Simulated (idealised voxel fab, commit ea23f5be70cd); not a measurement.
process module | voxel transistor to metal
cross-section cut | 215 nm wide | cells 5 nm
A cross-section is a grid of square cells, given in bands from the top down. A band is one or more rows of cells.
Each band's line starts with the height of the band's top and of its bottom, in nm. Then come its materials from left to right, each with its width in nm. One material with "throughout" fills the band from edge to edge. "air" is empty space.
Height 0 is the level under which the wafer as received is all one material. The lowest band goes on downwards, as in "0 down".
A width such as "30 to 40" changes by the same amount from each row of cells to the next, from the band's top row to its bottom row.
"no change" after a step means that no cell of the cross-section changed.
closed voids: empty space of 8 cells or more with no open way to the top, each as width x height at its distance from the left edge, in nm
after a step's settings: what the simulator itself notes on the step
overlay nm, on a step with a mask: how far to the right of its planned place the mask lay; to the left if negative
plan
1 op RECEIVE | material Si
2 op CONFORMAL_DEP | material SiO2 | thk nm 5
3 op CONFORMAL_DEP | material SiN | thk nm 15
4 op PATTERN | tone cover | mask id ACTIVE | material resist | width nm 95 | thk nm 20 | overlay nm 0
5 op DIRECTIONAL_ETCH | etch materials SiN | depth nm 15
6 op DIRECTIONAL_ETCH | etch materials SiO2 | depth nm 5
7 op DIRECTIONAL_ETCH | etch materials Si | depth nm 30
8 op STRIP | etch materials resist
9 op FILL_DEP | material SiO2 | thk nm 10
10 op CMP | height nm 20
11 op SELECTIVE_ETCH | etch materials SiO2 | depth nm 10
12 op STRIP | etch materials SiN
13 op SELECTIVE_ETCH | etch materials SiO2 | depth nm 5
14 op OXIDIZE | depth nm 5
15 op DIRECTIONAL_DEP | material polySi | thk nm 20
16 op DIRECTIONAL_DEP | material SiCN | thk nm 10
17 op DIRECTIONAL_DEP | material aC | thk nm 15
18 op PATTERN | tone cover | mask id GATE | material resist | width nm 25 | thk nm 35 | overlay nm 0
19 op DIRECTIONAL_ETCH | etch materials aC | depth nm 15
20 op STRIP | etch materials resist
21 op DIRECTIONAL_ETCH | etch materials SiCN | depth nm 20
22 op DIRECTIONAL_ETCH | etch materials polySi | depth nm 30
23 op STRIP | etch materials aC
24 op CONFORMAL_DEP | material SiN | thk nm 5
25 op DIRECTIONAL_ETCH | etch materials SiN | depth nm 5
26 op DIRECTIONAL_ETCH | etch materials SiO2 | depth nm 5
27 op EPI | material nSi | thk nm 5
28 op FILL_DEP | material SiO2 | thk nm 10
29 op CMP | height nm 30
30 op DIRECTIONAL_DEP | material SiO2 | thk nm 10
31 op MASKED_ETCH | tone open | mask id CONTACT | width nm 15 | pitch nm 70 | etch materials SiO2 | depth nm 40 | overlay nm 0
32 op CONFORMAL_DEP | material TiN | thk nm 5
33 op FILL_DEP | material Ru | thk nm 5
34 op CMP | height nm 40
35 op DIRECTIONAL_DEP | material TiN | thk nm 5
36 op DIRECTIONAL_DEP | material W | thk nm 20
37 op MASKED_ETCH | tone cover | mask id METAL_1 | width nm 15 | pitch nm 70 | etch materials W | depth nm 20 | overlay nm 0
38 op MASKED_ETCH | tone cover | mask id METAL_1 | width nm 15 | pitch nm 70 | etch materials TiN | depth nm 5 | overlay nm 0
39 op FILL_DEP | material SiO2 | thk nm 5
40 op CMP | height nm 65
41 op CONFORMAL_DEP | material SiN | thk nm 5
varied across the wafers: width nm of step 38. The plan shows the first wafer's value. All wafers start alike
first wafer as received, after step 1
  0 down: Si throughout
  closed voids: none
first wafer at the end, after step 41
  70 to 65: SiN throughout
  65 to 45: SiO2 65 | W 15 | SiO2 55 | W 15 | SiO2 65
  45 to 40: SiO2 65 | TiN 15 | SiO2 55 | TiN 15 | SiO2 65
  40 to 30: SiO2 65 | TiN 5 | Ru 5 | TiN 5 | SiO2 55 | TiN 5 | Ru 5 | TiN 5 | SiO2 65
  30 to 20: SiO2 65 | TiN 5 | Ru 5 | TiN 5 | SiO2 10 | SiN 5 | SiCN 25 | SiN 5 | SiO2 10 | TiN 5 | Ru 5 | TiN 5 | SiO2 65
  20 to 5: SiO2 65 | TiN 5 | Ru 5 | TiN 5 | SiO2 10 | SiN 5 | polySi 25 | SiN 5 | SiO2 10 | TiN 5 | Ru 5 | TiN 5 | SiO2 65
  5 to 0: SiO2 55 | SiN 5 | SiO2 5 | TiN 15 | SiO2 10 | SiN 5 | polySi 25 | SiN 5 | SiO2 10 | TiN 15 | SiO2 5 | SiN 5 | SiO2 55
  0 to -5: SiO2 60 | nSi 30 | SiO2 35 | nSi 30 | SiO2 60
  -5 to -30: SiO2 60 | Si 95 | SiO2 60
  -30 down: Si throughout
  closed voids: none
last wafer at the end
  70 to 65: SiN throughout
  65 to 45: SiO2 65 | W 15 | SiO2 55 | W 15 | SiO2 65
  45 to 40: SiO2 60 | TiN 30 | SiO2 40 | TiN 30 | SiO2 55
  40 to 30: SiO2 65 | TiN 5 | Ru 5 | TiN 5 | SiO2 55 | TiN 5 | Ru 5 | TiN 5 | SiO2 65
  30 to 20: SiO2 65 | TiN 5 | Ru 5 | TiN 5 | SiO2 10 | SiN 5 | SiCN 25 | SiN 5 | SiO2 10 | TiN 5 | Ru 5 | TiN 5 | SiO2 65
  20 to 5: SiO2 65 | TiN 5 | Ru 5 | TiN 5 | SiO2 10 | SiN 5 | polySi 25 | SiN 5 | SiO2 10 | TiN 5 | Ru 5 | TiN 5 | SiO2 65
  5 to 0: SiO2 55 | SiN 5 | SiO2 5 | TiN 15 | SiO2 10 | SiN 5 | polySi 25 | SiN 5 | SiO2 10 | TiN 15 | SiO2 5 | SiN 5 | SiO2 55
  0 to -5: SiO2 60 | nSi 30 | SiO2 35 | nSi 30 | SiO2 60
  -5 to -30: SiO2 60 | Si 95 | SiO2 60
  -30 down: Si throughout
  closed voids: none
each wafer at the end: cells of each material gained (+) or lost (-) since it was received, then its closed voids
width nm 15 | +14 Ru | -163 Si | +10 SiCN | +57 SiN | +588 SiO2 | +40 TiN | +24 W | +12 nSi | +20 polySi | closed voids: none
width nm 20 | +14 Ru | -163 Si | +10 SiCN | +57 SiN | +586 SiO2 | +42 TiN | +24 W | +12 nSi | +20 polySi | closed voids: none
width nm 25 | +14 Ru | -163 Si | +10 SiCN | +57 SiN | +584 SiO2 | +44 TiN | +24 W | +12 nSi | +20 polySi | closed voids: none
width nm 30 | +14 Ru | -163 Si | +10 SiCN | +57 SiN | +582 SiO2 | +46 TiN | +24 W | +12 nSi | +20 polySi | closed voids: none
